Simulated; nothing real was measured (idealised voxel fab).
Name of the process module below: voxel transistor to metal
Cross-section cut spans 300 nm and uses square cells 5 nm in size.
Each cross-section below is a grid of square cells, stated as bands in top-down order, with one or more rows of cells making up each band. The band entry comprises the height of the band's top followed by the height of its bottom, expressed in nm, and subsequently the band's materials from left to right, each stated together with its width in nm. Where a single material is marked with the word "full width", that material fills the band from edge to edge. The word "empty" represents empty space. A quick word on heights: they are counted from 0, and under that level the wafer as it came to us is one material throughout. The lowest band is different from the rest in having no bottom; it simply continues downward, written as in "top 0, no bottom". Width spec "30 to 40" -> top row of cells at first value, bottom row at second value, equal per-row change in between. "changes: none" after a step means that no cell of the cross-section changed. "Closed-off voids" enumerates empty spaces isolated from the top, with no open way to it, that contain at least 8 cells, giving each as width x height at distance from the left edge, all three in nm. Note: text after step settings on the step line = simulator remark on that step. Among the settings permitted on a step's line is "overlay nm"; applied to a step with a mask, it specifies the extent to which the mask lay to the right of its planned position, whereas a negative figure signifies a position to the left.
**Listed below are the process steps as planned**
1,RECEIVE, material Si
2,OXIDIZE, depth nm 5
3,CONFORMAL_DEP, material SiN, thk nm 15
4,MASKED_ETCH, tone cover, mask id ACTIVE, width nm 105, pitch nm 130, etch materials SiN, depth nm 15, overlay nm 0
5,MASKED_ETCH, tone cover, mask id ACTIVE, width nm 105, pitch nm 130, etch materials SiO2, depth nm 5, overlay nm 0
6,MASKED_ETCH, tone cover, mask id ACTIVE, width nm 105, pitch nm 130, etch materials Si, depth nm 20, overlay nm -15
7,FILL_DEP, material SiO2, thk nm 10
8,CMP, height nm 15
9,SELECTIVE_ETCH, etch materials SiO2, depth nm 5
10,STRIP, etch materials SiN
11,SELECTIVE_ETCH, etch materials SiO2, depth nm 5
12,OXIDIZE, depth nm 5
13,DIRECTIONAL_DEP, material polySi, thk nm 30
14,DIRECTIONAL_DEP, material SiCN, thk nm 10
15,PATTERN, tone cover, mask id GATE, material resist, width nm 15, pitch nm 130, thk nm 20, overlay nm 0
16,DIRECTIONAL_ETCH, etch materials SiCN, depth nm 20
17,DIRECTIONAL_ETCH, etch materials polySi, depth nm 40
18,STRIP, etch materials resist
19,CONFORMAL_DEP, material SiN, thk nm 10
20,DIRECTIONAL_ETCH, etch materials SiN, depth nm 10
21,DIRECTIONAL_ETCH, etch materials SiO2, depth nm 5
22,DIRECTIONAL_ETCH, etch materials Si, depth nm 10
23,EPI, material SiGe, thk nm 15
24,FILL_DEP, material SiO2, thk nm 10
25,CMP, height nm 35
26,DIRECTIONAL_DEP, material SiO2, thk nm 15
27,PATTERN, tone open, mask id CONTACT, material resist, width nm 20, thk nm 20, overlay nm 0
28,DIRECTIONAL_ETCH, etch materials SiO2, depth nm 45
29,STRIP, etch materials resist
30,CONFORMAL_DEP, material TiN, thk nm 5
31,FILL_DEP, material W, thk nm 5
32,CMP, height nm 50
33,DIRECTIONAL_DEP, material TiN, thk nm 5
34,DIRECTIONAL_DEP, material W, thk nm 20
35,MASKED_ETCH, tone cover, mask id METAL_1, width nm 20, etch materials W, depth nm 20, overlay nm 0
36,MASKED_ETCH, tone cover, mask id METAL_1, width nm 20, etch materials TiN, depth nm 5, overlay nm 0
37,FILL_DEP, material SiO2, thk nm 5
38,CMP, height nm 75
39,CONFORMAL_DEP, material SiCN, thk nm 5
40,DIRECTIONAL_DEP, material lowk, thk nm 30
41,DIRECTIONAL_DEP, material aC, thk nm 10
42,PATTERN, tone open, mask id METAL_2, material resist, width nm 20, pitch nm 130, thk nm 30, overlay nm 0
43,DIRECTIONAL_ETCH, etch materials aC, depth nm 10
44,STRIP, etch materials resist
45,DIRECTIONAL_ETCH, etch materials lowk, depth nm 15
46,STRIP, etch materials aC
47,DIRECTIONAL_DEP, material aC, thk nm 10
48,PATTERN, tone open, mask id METAL_2_HOLES, material resist, width nm 15, pitch nm 130, thk nm 25, overlay nm 0
49,DIRECTIONAL_ETCH, etch materials aC, depth nm 10
50,STRIP, etch materials resist
51,DIRECTIONAL_ETCH, etch materials lowk, depth nm 15
52,DIRECTIONAL_ETCH, etch materials SiCN, depth nm 5
53,STRIP, etch materials aC
54,CONFORMAL_DEP, material TiN, thk nm 5
55,FILL_DEP, material Cu, thk nm 10
56,CMP, height nm 110
57,CONFORMAL_DEP, material SiCN, thk nm 5
The value of overlay nm given for step 6 in the plan refers to the first wafer; the wafers vary in this setting and are alike at the start.
**Cross-section of the first incoming wafer of several, state after step 1**
* top 0, no bottom | Si full width
* Closed-off voids: none
**first wafer at the end, after step 57**
* top 115, bottom 110 | SiCN full width
* top 110, bottom 100 | lowk (35)  TiN (5)  Cu (10)  TiN (5)  lowk (110)  TiN (5)  Cu (10)  TiN (5)  lowk (115)
* top 100, bottom 95 | lowk (35)  TiN (5)  Cu (5)  TiN (10)  lowk (110)  TiN (5)  Cu (5)  TiN (10)  lowk (115)
* top 95, bottom 80 | lowk (35)  TiN (5)  Cu (5)  TiN (5)  lowk (115)  TiN (5)  Cu (5)  TiN (5)  lowk (120)
* top 80, bottom 75 | SiCN (35)  TiN (15)  SiCN (115)  TiN (15)  SiCN (120)
* top 75, bottom 55 | SiO2 (35)  W (20)  SiO2 (55)  W (20)  SiO2 (35)  W (20)  SiO2 (55)  W (20)  SiO2 (40)
* top 55, bottom 50 | SiO2 (35)  TiN (20)  SiO2 (55)  TiN (20)  SiO2 (35)  TiN (20)  SiO2 (55)  TiN (20)  SiO2 (40)
* top 50, bottom 35 | SiO2 (35)  TiN (5)  W (10)  TiN (5)  SiO2 (55)  TiN (5)  W (10)  TiN (5)  SiO2 (35)  TiN (5)  W (10)  TiN (5)  SiO2 (55)  TiN (5)  W (10)  TiN (5)  SiO2 (40)
* top 35, bottom 25 | SiO2 (35)  TiN (5)  W (10)  TiN (5)  SiO2 (10)  SiN (10)  SiCN (15)  SiN (10)  SiO2 (10)  TiN (5)  W (10)  TiN (5)  SiO2 (35)  TiN (5)  W (10)  TiN (5)  SiO2 (10)  SiN (10)  SiCN (15)  SiN (10)  SiO2 (10)  TiN (5)  W (10)  TiN (5)  SiO2 (40)
* top 25, bottom 10 | SiO2 (35)  TiN (5)  W (10)  TiN (5)  SiO2 (10)  SiN (10)  polySi (15)  SiN (10)  SiO2 (10)  TiN (5)  W (10)  TiN (5)  SiO2 (35)  TiN (5)  W (10)  TiN (5)  SiO2 (10)  SiN (10)  polySi (15)  SiN (10)  SiO2 (10)  TiN (5)  W (10)  TiN (5)  SiO2 (40)
* top 10, bottom 5 | SiO2 (35)  TiN (20)  SiO2 (10)  SiN (10)  polySi (15)  SiN (10)  SiO2 (10)  TiN (20)  SiO2 (35)  TiN (20)  SiO2 (10)  SiN (10)  polySi (15)  SiN (10)  SiO2 (10)  TiN (20)  SiO2 (40)
* top 5, bottom -5 | SiO2 (25)  SiN (10)  SiGe (30)  SiN (10)  polySi (15)  SiN (10)  SiGe (30)  SiN (10)  SiO2 (15)  SiN (10)  SiGe (30)  SiN (10)  polySi (15)  SiN (10)  SiGe (30)  SiN (10)  SiO2 (30)
* top -5, bottom -10 | SiO2 (15)  Si (5)  SiO2 (15)  SiGe (30)  SiO2 (35)  SiGe (30)  SiO2 (15)  Si (5)  SiO2 (15)  SiGe (30)  SiO2 (35)  SiGe (30)  SiO2 (40)
* top -10, bottom -20 | SiO2 (15)  Si (20)  SiGe (30)  Si (35)  SiGe (30)  Si (5)  SiO2 (10)  Si (20)  SiGe (30)  Si (35)  SiGe (30)  Si (5)  SiO2 (35)
* top -20, bottom -25 | SiO2 (15)  Si (120)  SiO2 (10)  Si (120)  SiO2 (35)
* top -25, no bottom | Si full width
* Closed-off voids: none
**Cross-section of the final wafer among several, taken at the end of the module**
* top 115, bottom 110 | SiCN full width
* top 110, bottom 100 | lowk (35)  TiN (5)  Cu (10)  TiN (5)  lowk (110)  TiN (5)  Cu (10)  TiN (5)  lowk (115)
* top 100, bottom 95 | lowk (35)  TiN (5)  Cu (5)  TiN (10)  lowk (110)  TiN (5)  Cu (5)  TiN (10)  lowk (115)
* top 95, bottom 80 | lowk (35)  TiN (5)  Cu (5)  TiN (5)  lowk (115)  TiN (5)  Cu (5)  TiN (5)  lowk (120)
* top 80, bottom 75 | SiCN (35)  TiN (15)  SiCN (115)  TiN (15)  SiCN (120)
* top 75, bottom 55 | SiO2 (35)  W (20)  SiO2 (55)  W (20)  SiO2 (35)  W (20)  SiO2 (55)  W (20)  SiO2 (40)
* top 55, bottom 50 | SiO2 (35)  TiN (20)  SiO2 (55)  TiN (20)  SiO2 (35)  TiN (20)  SiO2 (55)  TiN (20)  SiO2 (40)
* top 50, bottom 35 | SiO2 (35)  TiN (5)  W (10)  TiN (5)  SiO2 (55)  TiN (5)  W (10)  TiN (5)  SiO2 (35)  TiN (5)  W (10)  TiN (5)  SiO2 (55)  TiN (5)  W (10)  TiN (5)  SiO2 (40)
* top 35, bottom 25 | SiO2 (35)  TiN (5)  W (10)  TiN (5)  SiO2 (10)  SiN (10)  SiCN (15)  SiN (10)  SiO2 (10)  TiN (5)  W (10)  TiN (5)  SiO2 (35)  TiN (5)  W (10)  TiN (5)  SiO2 (10)  SiN (10)  SiCN (15)  SiN (10)  SiO2 (10)  TiN (5)  W (10)  TiN (5)  SiO2 (40)
* top 25, bottom 10 | SiO2 (35)  TiN (5)  W (10)  TiN (5)  SiO2 (10)  SiN (10)  polySi (15)  SiN (10)  SiO2 (10)  TiN (5)  W (10)  TiN (5)  SiO2 (35)  TiN (5)  W (10)  TiN (5)  SiO2 (10)  SiN (10)  polySi (15)  SiN (10)  SiO2 (10)  TiN (5)  W (10)  TiN (5)  SiO2 (40)
* top 10, bottom 5 | SiO2 (35)  TiN (20)  SiO2 (10)  SiN (10)  polySi (15)  SiN (10)  SiO2 (10)  TiN (20)  SiO2 (35)  TiN (20)  SiO2 (10)  SiN (10)  polySi (15)  SiN (10)  SiO2 (10)  TiN (20)  SiO2 (40)
* top 5, bottom -5 | SiO2 (25)  SiN (10)  SiGe (30)  SiN (10)  polySi (15)  SiN (10)  SiGe (30)  SiN (10)  SiO2 (15)  SiN (10)  SiGe (30)  SiN (10)  polySi (15)  SiN (10)  SiGe (30)  SiN (10)  SiO2 (30)
* top -5, bottom -10 | SiO2 (35)  SiGe (30)  SiO2 (35)  SiGe (30)  SiO2 (15)  Si (5)  SiO2 (15)  SiGe (30)  SiO2 (35)  SiGe (30)  SiO2 (15)  Si (5)  SiO2 (20)
* top -10, bottom -20 | SiO2 (30)  Si (5)  SiGe (30)  Si (35)  SiGe (30)  Si (20)  SiO2 (10)  Si (5)  SiGe (30)  Si (35)  SiGe (30)  Si (20)  SiO2 (20)
* top -20, bottom -25 | SiO2 (30)  Si (120)  SiO2 (10)  Si (120)  SiO2 (20)
* top -25, no bottom | Si full width
* Closed-off voids: none
**For your reference, the table is organized with a row per wafer; each row reflects the wafer at the end of the module, indicating for each material the cells gained (+) or lost (-) since receipt, and thereafter its closed voids**
overlay nm -15; +16 Cu; -202 Si; +126 SiCN; +120 SiGe; +80 SiN; +630 SiO2; +128 TiN; +128 W; +318 lowk; +36 polySi; Closed-off voids: none
overlay nm -10; +16 Cu; -210 Si; +126 SiCN; +120 SiGe; +80 SiN; +638 SiO2; +128 TiN; +128 W; +318 lowk; +36 polySi; Closed-off voids: none
overlay nm -5; +16 Cu; -216 Si; +126 SiCN; +120 SiGe; +80 SiN; +644 SiO2; +128 TiN; +128 W; +318 lowk; +36 polySi; Closed-off voids: none
overlay nm 0; +16 Cu; -222 Si; +126 SiCN; +120 SiGe; +80 SiN; +650 SiO2; +128 TiN; +128 W; +318 lowk; +36 polySi; Closed-off voids: none
overlay nm 5; +16 Cu; -216 Si; +126 SiCN; +120 SiGe; +80 SiN; +644 SiO2; +128 TiN; +128 W; +318 lowk; +36 polySi; Closed-off voids: none
overlay nm 10; +16 Cu; -210 Si; +126 SiCN; +120 SiGe; +80 SiN; +638 SiO2; +128 TiN; +128 W; +318 lowk; +36 polySi; Closed-off voids: none
overlay nm 15; +16 Cu; -202 Si; +126 SiCN; +120 SiGe; +80 SiN; +630 SiO2; +128 TiN; +128 W; +318 lowk; +36 polySi; Closed-off voids: none
